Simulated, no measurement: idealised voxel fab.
process module | voxel air gaps
Section shown: cut. Width: 270 nm. Cell size: 5 nm, square.
Cross-section spec: square-cell grid; bands listed top down; each band is one or more rows.
Band entry format. Leading values: height of top, height of bottom, nm. Remainder: materials in left-to-right order, each with its width in nm. Special words: "everywhere" on a single material, which then fills the band edge to edge; "blank", empty space.
Heights from 0 (as-received wafer is one material below). Bottom band endless downward, as "0 and below".
Per-row width for "30 to 40": begins at first number (top row of band), ends at second number (bottom row), increment between rows held constant.
Key: "stayed the same" - step with no changed cell in the cross-section.
In "Enclosed empty spaces" the enclosed voids are listed, meaning empty spaces of 8 cells or larger without any opening to the top. The form is width x height at distance, distance from the left edge, units nm.
Heads up: the bit after the settings on a step's line is the simulator's remark on that step.
Each step line may optionally specify "overlay nm", which for a step with a mask gives the rightward distance between the mask's planned place and where it lay, a negative value indicating the leftward direction.
-- So here's the lineup of process steps we planned
1: RECEIVE: material Si
2: CONFORMAL_DEP: material SiO2, thk nm 10
3: CONFORMAL_DEP: material SiN, thk nm 5
4: DIRECTIONAL_DEP: material SiO2, thk nm 35
5: MASKED_ETCH: tone open, mask id LINES, width nm 20, pitch nm 45, etch materials SiO2, depth nm 35, overlay nm 0
6: CONFORMAL_DEP: material TiN, thk nm 5
7: FILL_DEP: material W, thk nm 5
8: CMP: height nm 50
9: EPI: material Ru, thk nm 10
10: SELECTIVE_ETCH: etch materials SiO2, depth nm 45
11: CONFORMAL_DEP: material SiCN, thk nm 5
-- Incoming wafer, cross-sectional view, post step 1
- 0 and below = Si everywhere
- Enclosed empty spaces: none
-- End-of-module XS, first of two wafers, run as planned
- 65 down to 60 = blank 40 nm | SiCN 185 nm | blank 45 nm
- 60 down to 50 = blank 40 nm | SiCN 5 nm | Ru 40 nm | SiCN 5 nm | Ru 40 nm | SiCN 5 nm | Ru 40 nm | SiCN 5 nm | Ru 40 nm | SiCN 5 nm | blank 45 nm
- 50 down to 45 = blank 40 nm | SiCN 15 nm | TiN 5 nm | W 10 nm | TiN 5 nm | SiCN 25 nm | TiN 5 nm | W 10 nm | TiN 5 nm | SiCN 25 nm | TiN 5 nm | W 10 nm | TiN 5 nm | SiCN 25 nm | TiN 5 nm | W 10 nm | TiN 5 nm | SiCN 15 nm | blank 45 nm
- 45 down to 20 = blank 50 nm | SiCN 5 nm | TiN 5 nm | W 10 nm | TiN 5 nm | SiCN 5 nm | blank 15 nm | SiCN 5 nm | TiN 5 nm | W 10 nm | TiN 5 nm | SiCN 5 nm | blank 15 nm | SiCN 5 nm | TiN 5 nm | W 10 nm | TiN 5 nm | SiCN 5 nm | blank 15 nm | SiCN 5 nm | TiN 5 nm | W 10 nm | TiN 5 nm | SiCN 5 nm | blank 55 nm
- 20 down to 15 = SiCN 55 nm | TiN 20 nm | SiCN 25 nm | TiN 20 nm | SiCN 25 nm | TiN 20 nm | SiCN 25 nm | TiN 20 nm | SiCN 60 nm
- 15 down to 10 = SiN everywhere
- 10 down to 0 = SiO2 everywhere
- 0 and below = Si everywhere
- Enclosed empty spaces: 15 x 25 at 80; 15 x 25 at 125; 15 x 25 at 170
-- Here is the second of the two wafers cut open at the end of the module - same start, same plan as the first one, but we made one mistake running it
- 65 down to 60 = SiCN everywhere
- 60 down to 50 = Ru everywhere
- 50 down to 45 = W everywhere
- 45 down to 40 = TiN 60 nm | W 10 nm | TiN 35 nm | W 10 nm | TiN 35 nm | W 10 nm | TiN 35 nm | W 10 nm | TiN 65 nm
- 40 down to 10 = SiO2 55 nm | TiN 5 nm | W 10 nm | TiN 5 nm | SiO2 25 nm | TiN 5 nm | W 10 nm | TiN 5 nm | SiO2 25 nm | TiN 5 nm | W 10 nm | TiN 5 nm | SiO2 25 nm | TiN 5 nm | W 10 nm | TiN 5 nm | SiO2 60 nm
- 10 down to 5 = SiO2 55 nm | TiN 20 nm | SiO2 25 nm | TiN 20 nm | SiO2 25 nm | TiN 20 nm | SiO2 25 nm | TiN 20 nm | SiO2 60 nm
- 5 down to 0 = SiN everywhere
- 0 and below = Si everywhere
- Enclosed empty spaces: none
It is concluded that the wafer was processed incorrectly with respect to the plan, in that the run left out plan step 2 entirely, so it was never executed
Count the cells at the end and the second wafer has more or fewer of some materials than the first: Ru: 44 more; SiCN: 92 fewer; SiO2: 158 more; TiN: 46 more; W: 62 more
Long story short, the first wafer ends with 3 closed voids and the second one with 0.
